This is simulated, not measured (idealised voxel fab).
The document below concerns the process module designated voxel capacitor over wiring.
Shown is cross-section cut, with a width of 270 nm and square cells of size 5 nm.
A cross-section is written here as square cells arranged in a grid, and it is given in bands from the top down, each band taking up one or more rows of cells.
This entry defines a band. It first specifies the height of the band's top and the height of its bottom in nm, and then specifies the band's materials from left to right, stating each material with its width in nm. The word "throughout" identifies a single material that fills the band from edge to edge, while the word "empty" identifies empty space.
Zero point of the height axis is 0; under it, received wafer = one material. Lowest band: continues down indefinitely, "from 0 down".
With a width like "30->40", each row of cells in the band differs from the next by the same amount, the top row carrying the first number and the bottom row the second.
"nothing was modified" (step): cross-section cells unchanged, all of them.
"Enclosed void catalog" means: voids of 8 cells or more that are shut off from the top with no open way through. Written width x height at distance, distance from the left edge, in nm.
Text after the settings on a step's line: the simulator's own remark on that step.
The "overlay nm" setting may appear on a step's line; for a step that uses a mask, it gives how far to the right of its planned position the mask lay, and a negative value indicates the left.

**The process steps that were planned are listed below**
1: RECEIVE with material Si
2: CONFORMAL_DEP with material SiO2, thk nm 15
3: CONFORMAL_DEP with material SiCN, thk nm 5
4: DIRECTIONAL_DEP with material lowk, thk nm 15
5: PATTERN with tone open, mask id METAL_1, material resist, width nm 25, pitch nm 95, thk nm 15, overlay nm 0
6: DIRECTIONAL_ETCH with etch materials lowk, depth nm 15
7: DIRECTIONAL_ETCH with etch materials SiCN, depth nm 5
8: STRIP with etch materials resist
9: CONFORMAL_DEP with material TiN, thk nm 5
10: FILL_DEP with material W, thk nm 10
11: CMP with height nm 35
12: EPI with material Ru, thk nm 5
13: FILL_DEP with material SiCN, thk nm 5
14: DIRECTIONAL_DEP with material SiO2, thk nm 15
15: MASKED_ETCH with tone open, mask id PLUG_1, width nm 15, etch materials SiO2, depth nm 15, overlay nm 0
16: MASKED_ETCH with tone open, mask id PLUG_1, width nm 15, etch materials SiCN, depth nm 5, overlay nm 0
17: EPI with material Ru, thk nm 10
18: EPI with material Ru, thk nm 10
19: DIRECTIONAL_DEP with material TiN, thk nm 5
20: DIRECTIONAL_DEP with material SiN, thk nm 5
21: DIRECTIONAL_DEP with material TiN, thk nm 10
22: MASKED_ETCH with tone cover, mask id UPPER_PLATE, width nm 75, etch materials TiN, depth nm 10, overlay nm 0
23: MASKED_ETCH with tone cover, mask id UPPER_PLATE, width nm 75, etch materials SiN, depth nm 5, overlay nm 0
24: DIRECTIONAL_DEP with material aC, thk nm 10
25: PATTERN with tone cover, mask id LOWER_PLATE, material resist, width nm 85, thk nm 25, overlay nm 0
26: DIRECTIONAL_ETCH with etch materials aC, depth nm 10
27: STRIP with etch materials resist
28: DIRECTIONAL_ETCH with etch materials TiN, depth nm 5
29: STRIP with etch materials aC
30: FILL_DEP with material SiO2, thk nm 20
31: CMP with height nm 95
32: PATTERN with tone open, mask id PLUG_2, material resist, width nm 15, thk nm 20, overlay nm 0
33: DIRECTIONAL_ETCH with etch materials SiO2, depth nm 15
34: STRIP with etch materials resist
35: CONFORMAL_DEP with material TiN, thk nm 5
36: FILL_DEP with material W, thk nm 10
37: CMP with height nm 95
38: CONFORMAL_DEP with material SiCN, thk nm 5

**as received, after step 1**
* from 0 down = Si throughout
* Enclosed void catalog: none

**End-of-module cross-section of the first of two wafers, processed as planned**
* from 100 to 95 = SiCN throughout
* from 95 to 85 = 95 of SiO2 | 5 of TiN | 5 of W | 5 of TiN | 160 of SiO2
* from 85 to 80 = 95 of SiO2 | 15 of TiN | 160 of SiO2
* from 80 to 70 = 85 of SiO2 | 75 of TiN | 110 of SiO2
* from 70 to 65 = 85 of SiO2 | 75 of SiN | 110 of SiO2
* from 65 to 60 = 80 of SiO2 | 85 of TiN | 105 of SiO2
* from 60 to 45 = 85 of SiO2 | 15 of Ru | 170 of SiO2
* from 45 to 40 = 85 of SiCN | 15 of Ru | 170 of SiCN
* from 40 to 35 = 70 of SiCN | 35 of Ru | 60 of SiCN | 35 of Ru | 70 of SiCN
* from 35 to 20 = 75 of lowk | 5 of TiN | 15 of W | 5 of TiN | 70 of lowk | 5 of TiN | 15 of W | 5 of TiN | 75 of lowk
* from 20 to 15 = 75 of SiCN | 25 of TiN | 70 of SiCN | 25 of TiN | 75 of SiCN
* from 15 to 0 = SiO2 throughout
* from 0 down = Si throughout
* Enclosed void catalog: none

**Second of two wafers, module complete, sectioned: it shares the first wafer's start and plan but was run with one mistake**
* from 100 to 95 = SiCN throughout
* from 95 to 85 = 95 of SiO2 | 5 of TiN | 5 of W | 5 of TiN | 160 of SiO2
* from 85 to 80 = 95 of SiO2 | 15 of TiN | 160 of SiO2
* from 80 to 70 = 85 of SiO2 | 75 of TiN | 110 of SiO2
* from 70 to 65 = 85 of SiO2 | 75 of SiN | 110 of SiO2
* from 65 to 60 = 80 of SiO2 | 85 of TiN | 105 of SiO2
* from 60 to 45 = 85 of SiO2 | 15 of Ru | 170 of SiO2
* from 45 to 40 = 85 of SiCN | 15 of Ru | 170 of SiCN
* from 40 to 35 = 70 of SiCN | 40 of Ru | 55 of SiCN | 40 of Ru | 65 of SiCN
* from 35 to 20 = 75 of lowk | 5 of TiN | 20 of W | 5 of TiN | 65 of lowk | 5 of TiN | 20 of W | 5 of TiN | 70 of lowk
* from 20 to 15 = 75 of SiCN | 30 of TiN | 65 of SiCN | 30 of TiN | 70 of SiCN
* from 15 to 0 = SiO2 throughout
* from 0 down = Si throughout
* Enclosed void catalog: none
Against the plan, the run slipped here: step 5: run off-plan, actual operation and settings PATTERN with tone open, mask id METAL_1, material resist, width nm 30, pitch nm 95, thk nm 15, overlay nm 0
The final cell counts differ between the wafers, with the second having more or fewer of some materials than the first: Ru: 2 more, SiCN: 4 fewer, TiN: 2 more, W: 6 more, lowk: 6 fewer
